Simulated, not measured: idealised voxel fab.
Name of the process module below: voxel gate over fins
We display cut, a cross-section 285 nm in width whose square cells are each 5 nm.
Cross-section = grid of square cells, listed top down in bands; band = one or more rows. Top, bottom (nm), then materials left to right with widths (nm); lone material tagged "everywhere" fills the whole band edge to edge; "air" = empty space. Zero point of the height axis is 0; under it, received wafer = one material. Lowest band: continues down indefinitely, "from 0 down". Width spec "30 to 40" -> top row of cells at first value, bottom row at second value, equal per-row change in between. You'll sometimes find "changes: none" written for a step, and that's the way of saying that nowhere in the cross-section did a cell change during that step. The label "Fully closed voids" introduces a list of the empty spaces, 8 cells or larger, that have no open way up to the top; each entry in it reads width x height at distance, where the distance is taken from the left edge and all three are stated in nm. It should be noted that, on the line of a given step, the content following the step's settings is a remark produced by the simulator itself with respect to that step. The optional step-line setting "overlay nm" applies to steps with a mask and quantifies how far to the right of its planned location the mask lay, a negative value indicating leftward placement. Every pair from here on: before one process step, after it. The after cross-section reaches only to the lowest band that changed. Below the pair: the step in between and its settings. Pairs can belong to different runs of this module on the same starting wafer; a pair carries on from the pair above only if the entry headed "Before step" says so.

**Before step**
    from 0 down: Si everywhere
    Fully closed voids: none

**Post-Step Appearance**
    from 5 to 0: SiN everywhere
    Note: structure below 0 unchanged.
    Fully closed voids: none
Step lying between the two cross-sections just above: CONFORMAL_DEP, material SiN, thk nm 5

Before step: The initial state for this step is given by the after cross-section of the immediately preceding pair.

**Post-Step Appearance**
    from 20 to 5: aC everywhere
    Note: structure below 5 unchanged.
    Fully closed voids: none
Step lying between the two cross-sections just above: DIRECTIONAL_DEP, material aC, thk nm 15

Before step: The initial state for this step is given by the after cross-section of the immediately preceding pair.

**Post-Step Appearance**
    from 50 to 20: air: 85 | resist: 15 | air: 35 | resist: 15 | air: 35 | resist: 15 | air: 85
    Note: structure below 20 unchanged.
    Fully closed voids: none
Step lying between the two cross-sections just above: PATTERN, tone cover, mask id FINS, material resist, width nm 15, pitch nm 50, thk nm 30, overlay nm 0

Before step: The initial state for this step is given by the after cross-section of the immediately preceding pair.

**Post-Step Appearance**
    from 35 to 20: air: 85 | resist: 15 | air: 35 | resist: 15 | air: 35 | resist: 15 | air: 85
    from 20 to 5: air: 85 | aC: 15 | air: 35 | aC: 15 | air: 35 | aC: 15 | air: 85
    Note: structure below 5 unchanged.
    Fully closed voids: none
Step lying between the two cross-sections just above: DIRECTIONAL_ETCH, etch materials aC, depth nm 15

Before step: The initial state for this step is given by the after cross-section of the immediately preceding pair.

**Post-Step Appearance**
    from 20 to 5: air: 85 | aC: 15 | air: 35 | aC: 15 | air: 35 | aC: 15 | air: 85
    Note: structure below 5 unchanged.
    Fully closed voids: none
Step lying between the two cross-sections just above: STRIP, etch materials resist

Before step: The initial state for this step is given by the after cross-section of the immediately preceding pair.

**Post-Step Appearance**
    from 20 to 5: air: 85 | aC: 15 | air: 35 | aC: 15 | air: 35 | aC: 15 | air: 85
    from 5 to 0: air: 85 | SiN: 15 | air: 35 | SiN: 15 | air: 35 | SiN: 15 | air: 85
    Note: structure below 0 unchanged.
    Fully closed voids: none
Step lying between the two cross-sections just above: DIRECTIONAL_ETCH, etch materials SiN, depth nm 5

Before step: The initial state for this step is given by the after cross-section of the immediately preceding pair.

**Post-Step Appearance**
    from 20 to 5: air: 85 | aC: 15 | air: 35 | aC: 15 | air: 35 | aC: 15 | air: 85
    from 5 to 0: air: 85 | SiN: 15 | air: 35 | SiN: 15 | air: 35 | SiN: 15 | air: 85
    from 0 to -40: air: 85 | Si: 15 | air: 35 | Si: 15 | air: 35 | Si: 15 | air: 85
    Note: structure below -40 unchanged.
    Fully closed voids: none
Step lying between the two cross-sections just above: DIRECTIONAL_ETCH, etch materials Si, depth nm 40

Before step: The initial state for this step is given by the after cross-section of the immediately preceding pair.

**Post-Step Appearance**
    from 5 to 0: air: 85 | SiN: 15 | air: 35 | SiN: 15 | air: 35 | SiN: 15 | air: 85
    Note: structure below 0 unchanged.
    Fully closed voids: none
Step lying between the two cross-sections just above: STRIP, etch materials aC

Before step: The initial state for this step is given by the after cross-section of the immediately preceding pair.

**Post-Step Appearance**
    from 15 to 5: SiO2 everywhere
    from 5 to 0: SiO2: 85 | SiN: 15 | SiO2: 35 | SiN: 15 | SiO2: 35 | SiN: 15 | SiO2: 85
    from 0 to -40: SiO2: 85 | Si: 15 | SiO2: 35 | Si: 15 | SiO2: 35 | Si: 15 | SiO2: 85
    Note: structure below -40 unchanged.
    Fully closed voids: none
Step lying between the two cross-sections just above: FILL_DEP, material SiO2, thk nm 10

Before step: The initial state for this step is given by the after cross-section of the immediately preceding pair.

**Post-Step Appearance**
    from 5 to 0: SiO2: 85 | SiN: 15 | SiO2: 35 | SiN: 15 | SiO2: 35 | SiN: 15 | SiO2: 85
    Note: structure below 0 unchanged.
    Fully closed voids: none
Step lying between the two cross-sections just above: CMP, height nm 5

Before step: The initial state for this step is given by the after cross-section of the immediately preceding pair.

**Post-Step Appearance**
    from 20 to 5: aC everywhere
    Note: structure below 5 unchanged.
    Fully closed voids: none
Step lying between the two cross-sections just above: DIRECTIONAL_DEP, material aC, thk nm 15

Before step: The initial state for this step is given by the after cross-section of the immediately preceding pair.

**Post-Step Appearance**
    from 55 to 20: resist: 110 | air: 15 | resist: 160
    Note: structure below 20 unchanged.
    Fully closed voids: none
Step lying between the two cross-sections just above: PATTERN, tone open, mask id RAIL, material resist, width nm 15, thk nm 35, overlay nm 0

Before step: The initial state for this step is given by the after cross-section of the immediately preceding pair.

**Post-Step Appearance**
    from 40 to 20: resist: 110 | air: 15 | resist: 160
    from 20 to 5: aC: 110 | air: 15 | aC: 160
    Note: structure below 5 unchanged.
    Fully closed voids: none
Step lying between the two cross-sections just above: DIRECTIONAL_ETCH, etch materials aC, depth nm 15

Before step: The initial state for this step is given by the after cross-section of the immediately preceding pair.

**Post-Step Appearance**
    from 20 to 5: aC: 110 | air: 15 | aC: 160
    Note: structure below 5 unchanged.
    Fully closed voids: none
Step lying between the two cross-sections just above: STRIP, etch materials resist

Before step: The initial state for this step is given by the after cross-section of the immediately preceding pair.

**Post-Step Appearance**
    from 20 to 5: aC: 110 | air: 15 | aC: 160
    from 5 to 0: SiO2: 85 | SiN: 15 | SiO2: 10 | air: 15 | SiO2: 10 | SiN: 15 | SiO2: 35 | SiN: 15 | SiO2: 85
    from 0 to -35: SiO2: 85 | Si: 15 | SiO2: 10 | air: 15 | SiO2: 10 | Si: 15 | SiO2: 35 | Si: 15 | SiO2: 85
    Note: structure below -35 unchanged.
    Fully closed voids: none
Step lying between the two cross-sections just above: DIRECTIONAL_ETCH, etch materials SiO2, depth nm 40

Before step: The initial state for this step is given by the after cross-section of the immediately preceding pair.

**Post-Step Appearance**
    from 5 to 0: SiO2: 85 | SiN: 15 | SiO2: 10 | air: 15 | SiO2: 10 | SiN: 15 | SiO2: 35 | SiN: 15 | SiO2: 85
    Note: structure below 0 unchanged.
    Fully closed voids: none
Step lying between the two cross-sections just above: STRIP, etch materials aC

Before step: The initial state for this step is given by the after cross-section of the immediately preceding pair.

**Post-Step Appearance**
    from 10 to 5: TiN: 115 | air: 5 | TiN: 165
    from 5 to 0: SiO2: 85 | SiN: 15 | SiO2: 10 | TiN: 5 | air: 5 | TiN: 5 | SiO2: 10 | SiN: 15 | SiO2: 35 | SiN: 15 | SiO2: 85
    from 0 to -30: SiO2: 85 | Si: 15 | SiO2: 10 | TiN: 5 | air: 5 | TiN: 5 | SiO2: 10 | Si: 15 | SiO2: 35 | Si: 15 | SiO2: 85
    from -30 to -35: SiO2: 85 | Si: 15 | SiO2: 10 | TiN: 15 | SiO2: 10 | Si: 15 | SiO2: 35 | Si: 15 | SiO2: 85
    Note: structure below -35 unchanged.
    Fully closed voids: none
Step lying between the two cross-sections just above: CONFORMAL_DEP, material TiN, thk nm 5

Before step: The initial state for this step is given by the after cross-section of the immediately preceding pair.

**Post-Step Appearance**
    from 15 to 10: W everywhere
    from 10 to 5: TiN: 115 | W: 5 | TiN: 165
    from 5 to 0: SiO2: 85 | SiN: 15 | SiO2: 10 | TiN: 5 | W: 5 | TiN: 5 | SiO2: 10 | SiN: 15 | SiO2: 35 | SiN: 15 | SiO2: 85
    from 0 to -30: SiO2: 85 | Si: 15 | SiO2: 10 | TiN: 5 | W: 5 | TiN: 5 | SiO2: 10 | Si: 15 | SiO2: 35 | Si: 15 | SiO2: 85
    Note: structure below -30 unchanged.
    Fully closed voids: none
Step lying between the two cross-sections just above: FILL_DEP, material W, thk nm 5

Before step: The initial state for this step is given by the after cross-section of the immediately preceding pair.

**Post-Step Appearance**
    from 5 to 0: SiO2: 85 | SiN: 15 | SiO2: 10 | TiN: 5 | W: 5 | TiN: 5 | SiO2: 10 | SiN: 15 | SiO2: 35 | SiN: 15 | SiO2: 85
    Note: structure below 0 unchanged.
    Fully closed voids: none
Step lying between the two cross-sections just above: CMP, height nm 5

Before step: The initial state for this step is given by the after cross-section of the immediately preceding pair.

**Post-Step Appearance**
    from 5 to 0: SiO2: 85 | SiN: 15 | SiO2: 10 | air: 15 | SiO2: 10 | SiN: 15 | SiO2: 35 | SiN: 15 | SiO2: 85
    from 0 to -15: SiO2: 85 | Si: 15 | SiO2: 10 | air: 15 | SiO2: 10 | Si: 15 | SiO2: 35 | Si: 15 | SiO2: 85
    Note: structure below -15 unchanged.
    Fully closed voids: none
Step lying between the two cross-sections just above: SELECTIVE_ETCH, etch materials W Ru TiN, depth nm 20

Before step: The initial state for this step is given by the after cross-section of the immediately preceding pair.

**Post-Step Appearance**
    from 10 to 5: SiO2 everywhere
    from 5 to 0: SiO2: 85 | SiN: 15 | SiO2: 35 | SiN: 15 | SiO2: 35 | SiN: 15 | SiO2: 85
    from 0 to -15: SiO2: 85 | Si: 15 | SiO2: 35 | Si: 15 | SiO2: 35 | Si: 15 | SiO2: 85
    Note: structure below -15 unchanged.
    Fully closed voids: none
Step lying between the two cross-sections just above: FILL_DEP, material SiO2, thk nm 5

Before step: The initial state for this step is given by the after cross-section of the immediately preceding pair.

**Post-Step Appearance**
    from 5 to 0: SiO2: 85 | SiN: 15 | SiO2: 35 | SiN: 15 | SiO2: 35 | SiN: 15 | SiO2: 85
    Note: structure below 0 unchanged.
    Fully closed voids: none
Step lying between the two cross-sections just above: CMP, height nm 5

Before step: The initial state for this step is given by the after cross-section of the immediately preceding pair.

**Post-Step Appearance**
    from 5 to 0: air: 85 | SiN: 15 | air: 35 | SiN: 15 | air: 35 | SiN: 15 | air: 85
    from 0 to -10: air: 85 | Si: 15 | air: 35 | Si: 15 | air: 35 | Si: 15 | air: 85
    Note: structure below -10 unchanged.
    Fully closed voids: none
Step lying between the two cross-sections just above: SELECTIVE_ETCH, etch materials SiO2, depth nm 15

Before step: The initial state for this step is given by the after cross-section of the immediately preceding pair.

**Post-Step Appearance**
    from 0 to -10: air: 85 | Si: 15 | air: 35 | Si: 15 | air: 35 | Si: 15 | air: 85
    Note: structure below -10 unchanged.
    Fully closed voids: none
Step lying between the two cross-sections just above: STRIP, etch materials SiN

Before step: The initial state for this step is given by the after cross-section of the immediately preceding pair.

**Post-Step Appearance**
    from 5 to 0: air: 80 | HfO2: 25 | air: 25 | HfO2: 25 | air: 25 | HfO2: 25 | air: 80
    from 0 to -5: air: 80 | HfO2: 5 | Si: 15 | HfO2: 5 | air: 25 | HfO2: 5 | Si: 15 | HfO2: 5 | air: 25 | HfO2: 5 | Si: 15 | HfO2: 5 | air: 80
    from -5 to -10: HfO2: 85 | Si: 15 | HfO2: 35 | Si: 15 | HfO2: 35 | Si: 15 | HfO2: 85
    Note: structure below -10 unchanged.
    Fully closed voids: none
Step lying between the two cross-sections just above: CONFORMAL_DEP, material HfO2, thk nm 5

Before step: The initial state for this step is given by the after cross-section of the immediately preceding pair.

**Post-Step Appearance**
    from 10 to 5: air: 75 | TiN: 35 | air: 15 | TiN: 35 | air: 15 | TiN: 35 | air: 75
    from 5 to 0: air: 75 | TiN: 5 | HfO2: 25 | TiN: 5 | air: 15 | TiN: 5 | HfO2: 25 | TiN: 5 | air: 15 | TiN: 5 | HfO2: 25 | TiN: 5 | air: 75
    from 0 to -5: TiN: 80 | HfO2: 5 | Si: 15 | HfO2: 5 | TiN: 25 | HfO2: 5 | Si: 15 | HfO2: 5 | TiN: 25 | HfO2: 5 | Si: 15 | HfO2: 5 | TiN: 80
    Note: structure below -5 unchanged.
    Fully closed voids: none
Step lying between the two cross-sections just above: CONFORMAL_DEP, material TiN, thk nm 5

Before step: The initial state for this step is given by the after cross-section of the immediately preceding pair.

**Post-Step Appearance**
    from 15 to 10: air: 70 | TiAl: 45 | air: 5 | TiAl: 45 | air: 5 | TiAl: 45 | air: 70
    from 10 to 5: air: 70 | TiAl: 5 | TiN: 35 | TiAl: 5 | air: 5 | TiAl: 5 | TiN: 35 | TiAl: 5 | air: 5 | TiAl: 5 | TiN: 35 | TiAl: 5 | air: 70
    from 5 to 0: TiAl: 75 | TiN: 5 | HfO2: 25 | TiN: 5 | TiAl: 15 | TiN: 5 | HfO2: 25 | TiN: 5 | TiAl: 15 | TiN: 5 | HfO2: 25 | TiN: 5 | TiAl: 75
    Note: structure below 0 unchanged.
    Fully closed voids: none
Step lying between the two cross-sections just above: CONFORMAL_DEP, material TiAl, thk nm 5

Before step: The initial state for this step is given by the after cross-section of the immediately preceding pair.

**Post-Step Appearance**
    from 20 to 15: air: 65 | TiN: 155 | air: 65
    from 15 to 10: air: 65 | TiN: 5 | TiAl: 45 | TiN: 5 | TiAl: 45 | TiN: 5 | TiAl: 45 | TiN: 5 | air: 65
    from 10 to 5: TiN: 70 | TiAl: 5 | TiN: 35 | TiAl: 5 | TiN: 5 | TiAl: 5 | TiN: 35 | TiAl: 5 | TiN: 5 | TiAl: 5 | TiN: 35 | TiAl: 5 | TiN: 70
    Note: structure below 5 unchanged.
    Fully closed voids: none
Step lying between the two cross-sections just above: CONFORMAL_DEP, material TiN, thk nm 5

Before step: The initial state for this step is given by the after cross-section of the immediately preceding pair.

**Post-Step Appearance**
    from 30 to 20: W everywhere
    from 20 to 15: W: 65 | TiN: 155 | W: 65
    from 15 to 10: W: 65 | TiN: 5 | TiAl: 45 | TiN: 5 | TiAl: 45 | TiN: 5 | TiAl: 45 | TiN: 5 | W: 65
    Note: structure below 10 unchanged.
    Fully closed voids: none
Step lying between the two cross-sections just above: FILL_DEP, material W, thk nm 10

Before step: The initial state for this step is given by the after cross-section of the immediately preceding pair.

**Post-Step Appearance**
    from 25 to 20: W everywhere
    Note: structure below 20 unchanged.
    Fully closed voids: none
Step lying between the two cross-sections just above: CMP, height nm 25

Before step: The initial state for this step is given by the after cross-section of the immediately preceding pair.

**Post-Step Appearance**
    from 35 to 25: SiN everywhere
    Note: structure below 25 unchanged.
    Fully closed voids: none
Step lying between the two cross-sections just above: CONFORMAL_DEP, material SiN, thk nm 10

**Before step**
    from 5 to 0: air: 80 | HfO2: 25 | air: 25 | HfO2: 25 | air: 25 | HfO2: 25 | air: 80
    from 0 to -5: air: 80 | HfO2: 5 | Si: 15 | HfO2: 5 | air: 25 | HfO2: 5 | Si: 15 | HfO2: 5 | air: 25 | HfO2: 5 | Si: 15 | HfO2: 5 | air: 80
    from -5 to -10: HfO2: 85 | Si: 15 | HfO2: 35 | Si: 15 | HfO2: 35 | Si: 15 | HfO2: 85
    from -10 to -15: SiO2: 85 | Si: 15 | SiO2: 35 | Si: 15 | SiO2: 35 | Si: 15 | SiO2: 85
    from -15 to -30: SiO2: 85 | Si: 15 | SiO2: 10 | TiN: 5 | W: 5 | TiN: 5 | SiO2: 10 | Si: 15 | SiO2: 35 | Si: 15 | SiO2: 85
    from -30 to -35: SiO2: 85 | Si: 15 | SiO2: 10 | TiN: 15 | SiO2: 10 | Si: 15 | SiO2: 35 | Si: 15 | SiO2: 85
    from -35 to -40: SiO2: 85 | Si: 15 | SiO2: 35 | Si: 15 | SiO2: 35 | Si: 15 | SiO2: 85
    from -40 down: Si everywhere
    Fully closed voids: none

**Post-Step Appearance**
    from 10 to 5: air: 75 | TiAl: 35 | air: 15 | TiAl: 35 | air: 15 | TiAl: 35 | air: 75
    from 5 to 0: air: 75 | TiAl: 5 | HfO2: 25 | TiAl: 5 | air: 15 | TiAl: 5 | HfO2: 25 | TiAl: 5 | air: 15 | TiAl: 5 | HfO2: 25 | TiAl: 5 | air: 75
    from 0 to -5: TiAl: 80 | HfO2: 5 | Si: 15 | HfO2: 5 | TiAl: 25 | HfO2: 5 | Si: 15 | HfO2: 5 | TiAl: 25 | HfO2: 5 | Si: 15 | HfO2: 5 | TiAl: 80
    Note: structure below -5 unchanged.
    Fully closed voids: none
Step lying between the two cross-sections just above: CONFORMAL_DEP, material TiAl, thk nm 5

Before step: The initial state for this step is given by the after cross-section of the immediately preceding pair.

**Post-Step Appearance**
    from 15 to 10: air: 70 | TiN: 45 | air: 5 | TiN: 45 | air: 5 | TiN: 45 | air: 70
    from 10 to 5: air: 70 | TiN: 5 | TiAl: 35 | TiN: 5 | air: 5 | TiN: 5 | TiAl: 35 | TiN: 5 | air: 5 | TiN: 5 | TiAl: 35 | TiN: 5 | air: 70
    from 5 to 0: TiN: 75 | TiAl: 5 | HfO2: 25 | TiAl: 5 | TiN: 15 | TiAl: 5 | HfO2: 25 | TiAl: 5 | TiN: 15 | TiAl: 5 | HfO2: 25 | TiAl: 5 | TiN: 75
    Note: structure below 0 unchanged.
    Fully closed voids: none
Step lying between the two cross-sections just above: CONFORMAL_DEP, material TiN, thk nm 5

Before step: The initial state for this step is given by the after cross-section of the immediately preceding pair.

**Post-Step Appearance**
    from 25 to 15: W everywhere
    from 15 to 10: W: 70 | TiN: 45 | W: 5 | TiN: 45 | W: 5 | TiN: 45 | W: 70
    from 10 to 5: W: 70 | TiN: 5 | TiAl: 35 | TiN: 5 | W: 5 | TiN: 5 | TiAl: 35 | TiN: 5 | W: 5 | TiN: 5 | TiAl: 35 | TiN: 5 | W: 70
    Note: structure below 5 unchanged.
    Fully closed voids: none
Step lying between the two cross-sections just above: FILL_DEP, material W, thk nm 10

Before step: The initial state for this step is given by the after cross-section of the immediately preceding pair.

**Post-Step Appearance**
    from 35 to 25: SiN everywhere
    Note: structure below 25 unchanged.
    Fully closed voids: none
Step lying between the two cross-sections just above: CONFORMAL_DEP, material SiN, thk nm 10

**Before step**
    from 5 to 0: air: 85 | SiN: 15 | air: 35 | SiN: 15 | air: 35 | SiN: 15 | air: 85
    from 0 to -10: air: 85 | Si: 15 | air: 35 | Si: 15 | air: 35 | Si: 15 | air: 85
    from -10 to -15: SiO2: 85 | Si: 15 | SiO2: 35 | Si: 15 | SiO2: 35 | Si: 15 | SiO2: 85
    from -15 to -30: SiO2: 85 | Si: 15 | SiO2: 10 | TiN: 5 | W: 5 | TiN: 5 | SiO2: 10 | Si: 15 | SiO2: 35 | Si: 15 | SiO2: 85
    from -30 to -35: SiO2: 85 | Si: 15 | SiO2: 10 | TiN: 15 | SiO2: 10 | Si: 15 | SiO2: 35 | Si: 15 | SiO2: 85
    from -35 to -40: SiO2: 85 | Si: 15 | SiO2: 35 | Si: 15 | SiO2: 35 | Si: 15 | SiO2: 85
    from -40 down: Si everywhere
    Fully closed voids: none

**Post-Step Appearance**
    from 5 to 0: air: 85 | SiN: 15 | air: 35 | SiN: 15 | air: 35 | SiN: 15 | air: 85
    from 0 to -15: air: 85 | Si: 15 | air: 35 | Si: 15 | air: 35 | Si: 15 | air: 85
    from -15 to -25: air: 85 | Si: 15 | air: 10 | TiN: 5 | W: 5 | TiN: 5 | air: 10 | Si: 15 | air: 35 | Si: 15 | air: 85
    Note: structure below -25 unchanged.
    Fully closed voids: none
Step lying between the two cross-sections just above: SELECTIVE_ETCH, etch materials SiO2, depth nm 15

Before step: The initial state for this step is given by the after cross-section of the immediately preceding pair.

**Post-Step Appearance**
    from 0 to -15: air: 85 | Si: 15 | air: 35 | Si: 15 | air: 35 | Si: 15 | air: 85
    Note: structure below -15 unchanged.
    Fully closed voids: none
Step lying between the two cross-sections just above: STRIP, etch materials SiN

Before step: The initial state for this step is given by the after cross-section of the immediately preceding pair.

**Post-Step Appearance**
    from 5 to 0: air: 80 | HfO2: 25 | air: 25 | HfO2: 25 | air: 25 | HfO2: 25 | air: 80
    from 0 to -10: air: 80 | HfO2: 5 | Si: 15 | HfO2: 5 | air: 25 | HfO2: 5 | Si: 15 | HfO2: 5 | air: 25 | HfO2: 5 | Si: 15 | HfO2: 5 | air: 80
    from -10 to -15: air: 80 | HfO2: 5 | Si: 15 | HfO2: 35 | Si: 15 | HfO2: 5 | air: 25 | HfO2: 5 | Si: 15 | HfO2: 5 | air: 80
    from -15 to -20: air: 80 | HfO2: 5 | Si: 15 | HfO2: 10 | TiN: 5 | W: 5 | TiN: 5 | HfO2: 10 | Si: 15 | HfO2: 5 | air: 25 | HfO2: 5 | Si: 15 | HfO2: 5 | air: 80
    from -20 to -25: HfO2: 85 | Si: 15 | HfO2: 10 | TiN: 5 | W: 5 | TiN: 5 | HfO2: 10 | Si: 15 | HfO2: 35 | Si: 15 | HfO2: 85
    Note: structure below -25 unchanged.
    Fully closed voids: none
Step lying between the two cross-sections just above: CONFORMAL_DEP, material HfO2, thk nm 5

Before step: The initial state for this step is given by the after cross-section of the immediately preceding pair.

**Post-Step Appearance**
    from 10 to 5: air: 75 | TiN: 35 | air: 15 | TiN: 35 | air: 15 | TiN: 35 | air: 75
    from 5 to 0: air: 75 | TiN: 5 | HfO2: 25 | TiN: 5 | air: 15 | TiN: 5 | HfO2: 25 | TiN: 5 | air: 15 | TiN: 5 | HfO2: 25 | TiN: 5 | air: 75
    from 0 to -5: air: 75 | TiN: 5 | HfO2: 5 | Si: 15 | HfO2: 5 | TiN: 5 | air: 15 | TiN: 5 | HfO2: 5 | Si: 15 | HfO2: 5 | TiN: 5 | air: 15 | TiN: 5 | HfO2: 5 | Si: 15 | HfO2: 5 | TiN: 5 | air: 75
    from -5 to -10: air: 75 | TiN: 5 | HfO2: 5 | Si: 15 | HfO2: 5 | TiN: 25 | HfO2: 5 | Si: 15 | HfO2: 5 | TiN: 5 | air: 15 | TiN: 5 | HfO2: 5 | Si: 15 | HfO2: 5 | TiN: 5 | air: 75
    from -10 to -15: air: 75 | TiN: 5 | HfO2: 5 | Si: 15 | HfO2: 35 | Si: 15 | HfO2: 5 | TiN: 5 | air: 15 | TiN: 5 | HfO2: 5 | Si: 15 | HfO2: 5 | TiN: 5 | air: 75
    from -15 to -20: TiN: 80 | HfO2: 5 | Si: 15 | HfO2: 10 | TiN: 5 | W: 5 | TiN: 5 | HfO2: 10 | Si: 15 | HfO2: 5 | TiN: 25 | HfO2: 5 | Si: 15 | HfO2: 5 | TiN: 80
    Note: structure below -20 unchanged.
    Fully closed voids: none
Step lying between the two cross-sections just above: CONFORMAL_DEP, material TiN, thk nm 5

Before step: The initial state for this step is given by the after cross-section of the immediately preceding pair.

**Post-Step Appearance**
    from 15 to 10: air: 70 | TiAl: 45 | air: 5 | TiAl: 45 | air: 5 | TiAl: 45 | air: 70
    from 10 to 5: air: 70 | TiAl: 5 | TiN: 35 | TiAl: 5 | air: 5 | TiAl: 5 | TiN: 35 | TiAl: 5 | air: 5 | TiAl: 5 | TiN: 35 | TiAl: 5 | air: 70
    from 5 to 0: air: 70 | TiAl: 5 | TiN: 5 | HfO2: 25 | TiN: 5 | TiAl: 5 | air: 5 | TiAl: 5 | TiN: 5 | HfO2: 25 | TiN: 5 | TiAl: 5 | air: 5 | TiAl: 5 | TiN: 5 | HfO2: 25 | TiN: 5 | TiAl: 5 | air: 70
    from 0 to -5: air: 70 | TiAl: 5 | TiN: 5 | HfO2: 5 | Si: 15 | HfO2: 5 | TiN: 5 | TiAl: 15 | TiN: 5 | HfO2: 5 | Si: 15 | HfO2: 5 | TiN: 5 | TiAl: 5 | air: 5 | TiAl: 5 | TiN: 5 | HfO2: 5 | Si: 15 | HfO2: 5 | TiN: 5 | TiAl: 5 | air: 70
    from -5 to -10: air: 70 | TiAl: 5 | TiN: 5 | HfO2: 5 | Si: 15 | HfO2: 5 | TiN: 25 | HfO2: 5 | Si: 15 | HfO2: 5 | TiN: 5 | TiAl: 5 | air: 5 | TiAl: 5 | TiN: 5 | HfO2: 5 | Si: 15 | HfO2: 5 | TiN: 5 | TiAl: 5 | air: 70
    from -10 to -15: TiAl: 75 | TiN: 5 | HfO2: 5 | Si: 15 | HfO2: 35 | Si: 15 | HfO2: 5 | TiN: 5 | TiAl: 15 | TiN: 5 | HfO2: 5 | Si: 15 | HfO2: 5 | TiN: 5 | TiAl: 75
    Note: structure below -15 unchanged.
    Fully closed voids: none
Step lying between the two cross-sections just above: CONFORMAL_DEP, material TiAl, thk nm 5

Before step: The initial state for this step is given by the after cross-section of the immediately preceding pair.

**Post-Step Appearance**
    from 20 to 15: air: 65 | TiN: 155 | air: 65
    from 15 to 10: air: 65 | TiN: 5 | TiAl: 45 | TiN: 5 | TiAl: 45 | TiN: 5 | TiAl: 45 | TiN: 5 | air: 65
    from 10 to 5: air: 65 | TiN: 5 | TiAl: 5 | TiN: 35 | TiAl: 5 | TiN: 5 | TiAl: 5 | TiN: 35 | TiAl: 5 | TiN: 5 | TiAl: 5 | TiN: 35 | TiAl: 5 | TiN: 5 | air: 65
    from 5 to 0: air: 65 | TiN: 5 | TiAl: 5 | TiN: 5 | HfO2: 25 | TiN: 5 | TiAl: 5 | TiN: 5 | TiAl: 5 | TiN: 5 | HfO2: 25 | TiN: 5 | TiAl: 5 | TiN: 5 | TiAl: 5 | TiN: 5 | HfO2: 25 | TiN: 5 | TiAl: 5 | TiN: 5 | air: 65
    from 0 to -5: air: 65 | TiN: 5 | TiAl: 5 | TiN: 5 | HfO2: 5 | Si: 15 | HfO2: 5 | TiN: 5 | TiAl: 15 | TiN: 5 | HfO2: 5 | Si: 15 | HfO2: 5 | TiN: 5 | TiAl: 5 | TiN: 5 | TiAl: 5 | TiN: 5 | HfO2: 5 | Si: 15 | HfO2: 5 | TiN: 5 | TiAl: 5 | TiN: 5 | air: 65
    from -5 to -10: TiN: 70 | TiAl: 5 | TiN: 5 | HfO2: 5 | Si: 15 | HfO2: 5 | TiN: 25 | HfO2: 5 | Si: 15 | HfO2: 5 | TiN: 5 | TiAl: 5 | TiN: 5 | TiAl: 5 | TiN: 5 | HfO2: 5 | Si: 15 | HfO2: 5 | TiN: 5 | TiAl: 5 | TiN: 70
    Note: structure below -10 unchanged.
    Fully closed voids: none
Step lying between the two cross-sections just above: CONFORMAL_DEP, material TiN, thk nm 5

Before step: The initial state for this step is given by the after cross-section of the immediately preceding pair.

**Post-Step Appearance**
    from 30 to 20: W everywhere
    from 20 to 15: W: 65 | TiN: 155 | W: 65
    from 15 to 10: W: 65 | TiN: 5 | TiAl: 45 | TiN: 5 | TiAl: 45 | TiN: 5 | TiAl: 45 | TiN: 5 | W: 65
    from 10 to 5: W: 65 | TiN: 5 | TiAl: 5 | TiN: 35 | TiAl: 5 | TiN: 5 | TiAl: 5 | TiN: 35 | TiAl: 5 | TiN: 5 | TiAl: 5 | TiN: 35 | TiAl: 5 | TiN: 5 | W: 65
    from 5 to 0: W: 65 | TiN: 5 | TiAl: 5 | TiN: 5 | HfO2: 25 | TiN: 5 | TiAl: 5 | TiN: 5 | TiAl: 5 | TiN: 5 | HfO2: 25 | TiN: 5 | TiAl: 5 | TiN: 5 | TiAl: 5 | TiN: 5 | HfO2: 25 | TiN: 5 | TiAl: 5 | TiN: 5 | W: 65
    from 0 to -5: W: 65 | TiN: 5 | TiAl: 5 | TiN: 5 | HfO2: 5 | Si: 15 | HfO2: 5 | TiN: 5 | TiAl: 15 | TiN: 5 | HfO2: 5 | Si: 15 | HfO2: 5 | TiN: 5 | TiAl: 5 | TiN: 5 | TiAl: 5 | TiN: 5 | HfO2: 5 | Si: 15 | HfO2: 5 | TiN: 5 | TiAl: 5 | TiN: 5 | W: 65
    Note: structure below -5 unchanged.
    Fully closed voids: none
Step lying between the two cross-sections just above: FILL_DEP, material W, thk nm 10

Before step: The initial state for this step is given by the after cross-section of the immediately preceding pair.

**Post-Step Appearance**
    from 25 to 20: W everywhere
    Note: structure below 20 unchanged.
    Fully closed voids: none
Step lying between the two cross-sections just above: CMP, height nm 25

Before step: The initial state for this step is given by the after cross-section of the immediately preceding pair.

**Post-Step Appearance**
    from 35 to 25: SiN everywhere
    Note: structure below 25 unchanged.
    Fully closed voids: none
Step lying between the two cross-sections just above: CONFORMAL_DEP, material SiN, thk nm 10

**Before step**
    from 0 to -10: air: 85 | Si: 15 | air: 35 | Si: 15 | air: 35 | Si: 15 | air: 85
    from -10 to -15: SiO2: 85 | Si: 15 | SiO2: 35 | Si: 15 | SiO2: 35 | Si: 15 | SiO2: 85
    from -15 to -30: SiO2: 85 | Si: 15 | SiO2: 10 | TiN: 5 | W: 5 | TiN: 5 | SiO2: 10 | Si: 15 | SiO2: 35 | Si: 15 | SiO2: 85
    from -30 to -35: SiO2: 85 | Si: 15 | SiO2: 10 | TiN: 15 | SiO2: 10 | Si: 15 | SiO2: 35 | Si: 15 | SiO2: 85
    from -35 to -40: SiO2: 85 | Si: 15 | SiO2: 35 | Si: 15 | SiO2: 35 | Si: 15 | SiO2: 85
    from -40 down: Si everywhere
    Fully closed voids: none

**Post-Step Appearance**
    from 5 to 0: air: 80 | TiN: 25 | air: 25 | TiN: 25 | air: 25 | TiN: 25 | air: 80
    from 0 to -5: air: 80 | TiN: 5 | Si: 15 | TiN: 5 | air: 25 | TiN: 5 | Si: 15 | TiN: 5 | air: 25 | TiN: 5 | Si: 15 | TiN: 5 | air: 80
    from -5 to -10: TiN: 85 | Si: 15 | TiN: 35 | Si: 15 | TiN: 35 | Si: 15 | TiN: 85
    Note: structure below -10 unchanged.
    Fully closed voids: none
Step lying between the two cross-sections just above: CONFORMAL_DEP, material TiN, thk nm 5
